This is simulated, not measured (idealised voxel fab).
process module | voxel capacitor over wiring
cross-section cut | 270 nm wide | cells 5 nm
A cross-section is a grid of square cells, given in bands from the top down. A band is one or more rows of cells.
Each band's line starts with the height of the band's top and of its bottom, in nm. Then come its materials from left to right, each with its width in nm. One material with "throughout" fills the band from edge to edge. "air" is empty space.
Height 0 is the level under which the wafer as received is all one material. The lowest band goes on downwards, as in "0 down".
A width such as "30 to 40" changes by the same amount from each row of cells to the next, from the band's top row to its bottom row.
"no change" after a step means that no cell of the cross-section changed.
closed voids: empty space of 8 cells or more with no open way to the top, each as width x height at its distance from the left edge, in nm
after a step's settings: what the simulator itself notes on the step
overlay nm, on a step with a mask: how far to the right of its planned place the mask lay; to the left if negative
plan
1 op RECEIVE | material Si
2 op CONFORMAL_DEP | material SiO2 | thk nm 15
3 op CONFORMAL_DEP | material SiN | thk nm 5
4 op DIRECTIONAL_DEP | material lowk | thk nm 15
5 op PATTERN | tone open | mask id METAL_1 | material resist | width nm 25 | pitch nm 85 | thk nm 15 | overlay nm 0
6 op DIRECTIONAL_ETCH | etch materials lowk | depth nm 15
7 op DIRECTIONAL_ETCH | etch materials SiN | depth nm 5
8 op STRIP | etch materials resist
9 op CONFORMAL_DEP | material TiN | thk nm 5
10 op FILL_DEP | material Cu | thk nm 10
11 op CMP | height nm 35
12 op CONFORMAL_DEP | material SiCN | thk nm 5
13 op DIRECTIONAL_DEP | material lowk | thk nm 20
14 op PATTERN | tone open | mask id PLUG_1 | material resist | width nm 15 | thk nm 15 | overlay nm 0
15 op DIRECTIONAL_ETCH | etch materials lowk | depth nm 20
16 op DIRECTIONAL_ETCH | etch materials SiCN | depth nm 5
17 op STRIP | etch materials resist
18 op EPI | material Ru | thk nm 10
19 op EPI | material Ru | thk nm 10
20 op EPI | material Ru | thk nm 5
21 op DIRECTIONAL_DEP | material TiN | thk nm 5
22 op DIRECTIONAL_DEP | material HfO2 | thk nm 5
23 op DIRECTIONAL_DEP | material TiN | thk nm 10
24 op DIRECTIONAL_DEP | material aC | thk nm 10
25 op PATTERN | tone cover | mask id UPPER_PLATE | material resist | width nm 65 | thk nm 30 | overlay nm 0
26 op DIRECTIONAL_ETCH | etch materials aC | depth nm 10
27 op STRIP | etch materials resist
28 op DIRECTIONAL_ETCH | etch materials TiN | depth nm 10
29 op DIRECTIONAL_ETCH | etch materials HfO2 | depth nm 5
30 op STRIP | etch materials aC
31 op DIRECTIONAL_DEP | material aC | thk nm 15
32 op PATTERN | tone cover | mask id LOWER_PLATE | material resist | width nm 75 | thk nm 35 | overlay nm 0
33 op DIRECTIONAL_ETCH | etch materials aC | depth nm 15
34 op STRIP | etch materials resist
35 op DIRECTIONAL_ETCH | etch materials TiN | depth nm 5
36 op STRIP | etch materials aC
37 op FILL_DEP | material SiO2 | thk nm 20
38 op CMP | height nm 95
39 op DIRECTIONAL_DEP | material aC | thk nm 10
40 op PATTERN | tone open | mask id PLUG_2 | material resist | width nm 15 | thk nm 25 | overlay nm 0
41 op DIRECTIONAL_ETCH | etch materials aC | depth nm 10
42 op STRIP | etch materials resist
43 op DIRECTIONAL_ETCH | etch materials SiO2 | depth nm 15
44 op STRIP | etch materials aC
45 op CONFORMAL_DEP | material TiN | thk nm 5
46 op FILL_DEP | material Cu | thk nm 5
47 op CMP | height nm 95
48 op CONFORMAL_DEP | material SiCN | thk nm 5
first wafer, as planned
as received, after step 1
  0 down: Si throughout
  closed voids: none
after step 2
  15 to 0: SiO2 throughout
  below 0: unchanged
after step 3
  20 to 15: SiN throughout
  below 15: unchanged
after step 4
  35 to 20: lowk throughout
  below 20: unchanged
after step 5
  50 to 35: resist 80 | air 25 | resist 60 | air 25 | resist 80
  below 35: unchanged
after step 6
  50 to 35: resist 80 | air 25 | resist 60 | air 25 | resist 80
  35 to 20: lowk 80 | air 25 | lowk 60 | air 25 | lowk 80
  below 20: unchanged
after step 7
  50 to 35: resist 80 | air 25 | resist 60 | air 25 | resist 80
  35 to 20: lowk 80 | air 25 | lowk 60 | air 25 | lowk 80
  20 to 15: SiN 80 | air 25 | SiN 60 | air 25 | SiN 80
  below 15: unchanged
after step 8
  35 to 20: lowk 80 | air 25 | lowk 60 | air 25 | lowk 80
  below 20: unchanged
after step 9
  40 to 35: TiN 85 | air 15 | TiN 70 | air 15 | TiN 85
  35 to 20: lowk 80 | TiN 5 | air 15 | TiN 5 | lowk 60 | TiN 5 | air 15 | TiN 5 | lowk 80
  20 to 15: SiN 80 | TiN 25 | SiN 60 | TiN 25 | SiN 80
  below 15: unchanged
after step 10
  50 to 40: Cu throughout
  40 to 35: TiN 85 | Cu 15 | TiN 70 | Cu 15 | TiN 85
  35 to 20: lowk 80 | TiN 5 | Cu 15 | TiN 5 | lowk 60 | TiN 5 | Cu 15 | TiN 5 | lowk 80
  below 20: unchanged
after step 11
  35 to 20: lowk 80 | TiN 5 | Cu 15 | TiN 5 | lowk 60 | TiN 5 | Cu 15 | TiN 5 | lowk 80
  below 20: unchanged
after step 12
  40 to 35: SiCN throughout
  below 35: unchanged
after step 13
  60 to 40: lowk throughout
  below 40: unchanged
after step 14
  75 to 60: resist 90 | air 15 | resist 165
  below 60: unchanged
after step 15
  75 to 60: resist 90 | air 15 | resist 165
  60 to 40: lowk 90 | air 15 | lowk 165
  below 40: unchanged
after step 16
  75 to 60: resist 90 | air 15 | resist 165
  60 to 40: lowk 90 | air 15 | lowk 165
  40 to 35: SiCN 90 | air 15 | SiCN 165
  below 35: unchanged
after step 17
  60 to 40: lowk 90 | air 15 | lowk 165
  below 40: unchanged
after step 18
  60 to 45: lowk 90 | air 15 | lowk 165
  45 to 40: lowk 90 | Ru 15 | lowk 165
  40 to 35: SiCN 90 | Ru 15 | SiCN 165
  below 35: unchanged
after step 19
  60 to 55: lowk 90 | air 15 | lowk 165
  55 to 40: lowk 90 | Ru 15 | lowk 165
  below 40: unchanged
after step 20
  60 to 40: lowk 90 | Ru 15 | lowk 165
  below 40: unchanged
after step 21
  65 to 60: TiN throughout
  below 60: unchanged
after step 22
  70 to 65: HfO2 throughout
  below 65: unchanged
after step 23
  80 to 70: TiN throughout
  below 70: unchanged
after step 24
  90 to 80: aC throughout
  below 80: unchanged
after step 25
  120 to 90: air 90 | resist 65 | air 115
  below 90: unchanged
after step 26
  110 to 90: air 90 | resist 65 | air 115
  90 to 80: air 90 | aC 65 | air 115
  below 80: unchanged
after step 27
  90 to 80: air 90 | aC 65 | air 115
  below 80: unchanged
after step 28
  90 to 80: air 90 | aC 65 | air 115
  80 to 70: air 90 | TiN 65 | air 115
  below 70: unchanged
after step 29
  90 to 80: air 90 | aC 65 | air 115
  80 to 70: air 90 | TiN 65 | air 115
  70 to 65: air 90 | HfO2 65 | air 115
  below 65: unchanged
after step 30
  80 to 70: air 90 | TiN 65 | air 115
  below 70: unchanged
after step 31
  95 to 80: air 90 | aC 65 | air 115
  80 to 70: aC 90 | TiN 65 | aC 115
  70 to 65: aC 90 | HfO2 65 | aC 115
  below 65: unchanged
after step 32
  130 to 95: air 85 | resist 75 | air 110
  95 to 80: air 85 | resist 5 | aC 65 | resist 5 | air 110
  below 80: unchanged
after step 33
  115 to 95: air 85 | resist 75 | air 110
  95 to 80: air 85 | resist 5 | aC 65 | resist 5 | air 110
  80 to 70: air 85 | aC 5 | TiN 65 | aC 5 | air 110
  70 to 65: air 85 | aC 5 | HfO2 65 | aC 5 | air 110
  below 65: unchanged
after step 34
  95 to 80: air 90 | aC 65 | air 115
  below 80: unchanged
after step 35
  95 to 80: air 90 | aC 65 | air 115
  80 to 70: air 85 | aC 5 | TiN 65 | aC 5 | air 110
  70 to 65: air 85 | aC 5 | HfO2 65 | aC 5 | air 110
  65 to 60: air 85 | TiN 75 | air 110
  below 60: unchanged
after step 36
  80 to 70: air 90 | TiN 65 | air 115
  70 to 65: air 90 | HfO2 65 | air 115
  below 65: unchanged
after step 37
  100 to 80: SiO2 throughout
  80 to 70: SiO2 90 | TiN 65 | SiO2 115
  70 to 65: SiO2 90 | HfO2 65 | SiO2 115
  65 to 60: SiO2 85 | TiN 75 | SiO2 110
  below 60: unchanged
after step 38
  95 to 80: SiO2 throughout
  below 80: unchanged
after step 39
  105 to 95: aC throughout
  below 95: unchanged
after step 40
  130 to 105: resist 100 | air 15 | resist 155
  below 105: unchanged
after step 41
  120 to 105: resist 100 | air 15 | resist 155
  105 to 95: aC 100 | air 15 | aC 155
  below 95: unchanged
after step 42
  105 to 95: aC 100 | air 15 | aC 155
  below 95: unchanged
after step 43
  105 to 95: aC 100 | air 15 | aC 155
  95 to 80: SiO2 100 | air 15 | SiO2 155
  below 80: unchanged
after step 44
  95 to 80: SiO2 100 | air 15 | SiO2 155
  below 80: unchanged
after step 45
  100 to 95: TiN 105 | air 5 | TiN 160
  95 to 85: SiO2 100 | TiN 5 | air 5 | TiN 5 | SiO2 155
  85 to 80: SiO2 100 | TiN 15 | SiO2 155
  below 80: unchanged
after step 46
  105 to 100: Cu throughout
  100 to 95: TiN 105 | Cu 5 | TiN 160
  95 to 85: SiO2 100 | TiN 5 | Cu 5 | TiN 5 | SiO2 155
  below 85: unchanged
after step 47
  95 to 85: SiO2 100 | TiN 5 | Cu 5 | TiN 5 | SiO2 155
  below 85: unchanged
after step 48
  100 to 95: SiCN throughout
  below 95: unchanged
second wafer: like start, like plan, one mistake. Through step 11 it matches the first wafer
when step 12 should have ended
  55 to 35: lowk throughout
  below 35: unchanged
when step 13 should have ended
  60 to 55: SiCN throughout
  below 55: unchanged
when step 14 should have ended
  75 to 60: resist 90 | air 15 | resist 165
  below 60: unchanged
when step 15 should have ended: no change
when step 16 should have ended
  75 to 60: resist 90 | air 15 | resist 165
  60 to 55: SiCN 90 | air 15 | SiCN 165
  below 55: unchanged
when step 17 should have ended
  60 to 55: SiCN 90 | air 15 | SiCN 165
  below 55: unchanged
when step 18 should have ended: no change
when step 19 should have ended: no change
when step 20 should have ended: no change
when step 21 should have ended
  65 to 60: TiN 90 | air 15 | TiN 165
  60 to 55: SiCN 90 | TiN 15 | SiCN 165
  below 55: unchanged
when step 22 should have ended
  70 to 65: HfO2 90 | air 15 | HfO2 165
  65 to 60: TiN 90 | HfO2 15 | TiN 165
  below 60: unchanged
when step 23 should have ended
  80 to 75: TiN 90 | air 15 | TiN 165
  75 to 70: TiN throughout
  70 to 65: HfO2 90 | TiN 15 | HfO2 165
  below 65: unchanged
when step 24 should have ended
  90 to 85: aC 90 | air 15 | aC 165
  85 to 80: aC throughout
  80 to 75: TiN 90 | aC 15 | TiN 165
  below 75: unchanged
when step 25 should have ended
  120 to 90: air 90 | resist 65 | air 115
  90 to 85: aC 90 | resist 15 | aC 165
  below 85: unchanged
when step 26 should have ended
  110 to 90: air 90 | resist 65 | air 115
  90 to 85: air 90 | resist 15 | aC 50 | air 115
  85 to 80: air 90 | aC 65 | air 115
  below 80: unchanged
when step 27 should have ended
  90 to 80: air 105 to 90 | aC 50 to 65 | air 115
  below 80: unchanged
when step 28 should have ended
  90 to 80: air 105 to 90 | aC 50 to 65 | air 115
  80 to 75: air 90 | aC 15 | TiN 50 | air 115
  75 to 70: air 90 | TiN 65 | air 115
  below 70: unchanged
when step 29 should have ended
  90 to 80: air 105 to 90 | aC 50 to 65 | air 115
  80 to 75: air 90 | aC 15 | TiN 50 | air 115
  75 to 70: air 90 | TiN 65 | air 115
  70 to 65: air 90 | TiN 15 | HfO2 50 | air 115
  below 65: unchanged
when step 30 should have ended
  80 to 70: air 105 to 90 | TiN 50 to 65 | air 115
  below 70: unchanged
when step 31 should have ended
  95 to 90: air 105 | aC 50 | air 115
  90 to 80: air 90 | aC 65 | air 115
  80 to 70: aC 105 to 90 | TiN 50 to 65 | aC 115
  70 to 65: aC 90 | TiN 15 | HfO2 50 | aC 115
  below 65: unchanged
when step 32 should have ended
  130 to 95: air 85 | resist 75 | air 110
  95 to 90: air 85 | resist 20 | aC 50 | resist 5 | air 110
  90 to 80: air 85 | resist 5 | aC 65 | resist 5 | air 110
  below 80: unchanged
when step 33 should have ended
  115 to 95: air 85 | resist 75 | air 110
  95 to 90: air 85 | resist 20 | aC 50 | resist 5 | air 110
  90 to 80: air 85 | resist 5 | aC 65 | resist 5 | air 110
  80 to 70: air 85 | aC 20 to 5 | TiN 50 to 65 | aC 5 | air 110
  70 to 65: air 85 | aC 5 | TiN 15 | HfO2 50 | aC 5 | air 110
  below 65: unchanged
when step 34 should have ended
  95 to 90: air 105 | aC 50 | air 115
  90 to 80: air 90 | aC 65 | air 115
  below 80: unchanged
when step 35 should have ended
  95 to 90: air 105 | aC 50 | air 115
  90 to 80: air 90 | aC 65 | air 115
  80 to 70: air 85 | aC 20 to 5 | TiN 50 to 65 | aC 5 | air 110
  70 to 65: air 85 | aC 5 | TiN 15 | HfO2 50 | aC 5 | air 110
  65 to 60: air 85 | TiN 5 | HfO2 15 | TiN 55 | air 110
  below 60: unchanged
when step 36 should have ended
  80 to 70: air 105 to 90 | TiN 50 to 65 | air 115
  70 to 65: air 90 | TiN 15 | HfO2 50 | air 115
  below 65: unchanged
when step 37 should have ended
  100 to 80: SiO2 throughout
  80 to 70: SiO2 105 to 90 | TiN 50 to 65 | SiO2 115
  70 to 65: SiO2 90 | TiN 15 | HfO2 50 | SiO2 115
  65 to 60: SiO2 85 | TiN 5 | HfO2 15 | TiN 55 | SiO2 110
  below 60: unchanged
when step 38 should have ended
  95 to 80: SiO2 throughout
  below 80: unchanged
when step 39 should have ended
  105 to 95: aC throughout
  below 95: unchanged
when step 40 should have ended
  130 to 105: resist 100 | air 15 | resist 155
  below 105: unchanged
when step 41 should have ended
  120 to 105: resist 100 | air 15 | resist 155
  105 to 95: aC 100 | air 15 | aC 155
  below 95: unchanged
when step 42 should have ended
  105 to 95: aC 100 | air 15 | aC 155
  below 95: unchanged
when step 43 should have ended
  105 to 95: aC 100 | air 15 | aC 155
  95 to 80: SiO2 100 | air 15 | SiO2 155
  below 80: unchanged
when step 44 should have ended
  95 to 80: SiO2 100 | air 15 | SiO2 155
  below 80: unchanged
when step 45 should have ended
  100 to 95: TiN 105 | air 5 | TiN 160
  95 to 85: SiO2 100 | TiN 5 | air 5 | TiN 5 | SiO2 155
  85 to 75: SiO2 100 to 105 | TiN 15 to 50 | SiO2 155 to 115
  below 75: unchanged
when step 46 should have ended
  105 to 100: Cu throughout
  100 to 95: TiN 105 | Cu 5 | TiN 160
  95 to 85: SiO2 100 | TiN 5 | Cu 5 | TiN 5 | SiO2 155
  below 85: unchanged
when step 47 should have ended
  95 to 85: SiO2 100 | TiN 5 | Cu 5 | TiN 5 | SiO2 155
  below 85: unchanged
when step 48 should have ended
  100 to 95: SiCN throughout
  below 95: unchanged
what went wrong: steps 12 and 13 were swapped
at the end the second wafer has, in cells: 15 fewer of Ru | 3 more of SiO2 | 12 more of lowk
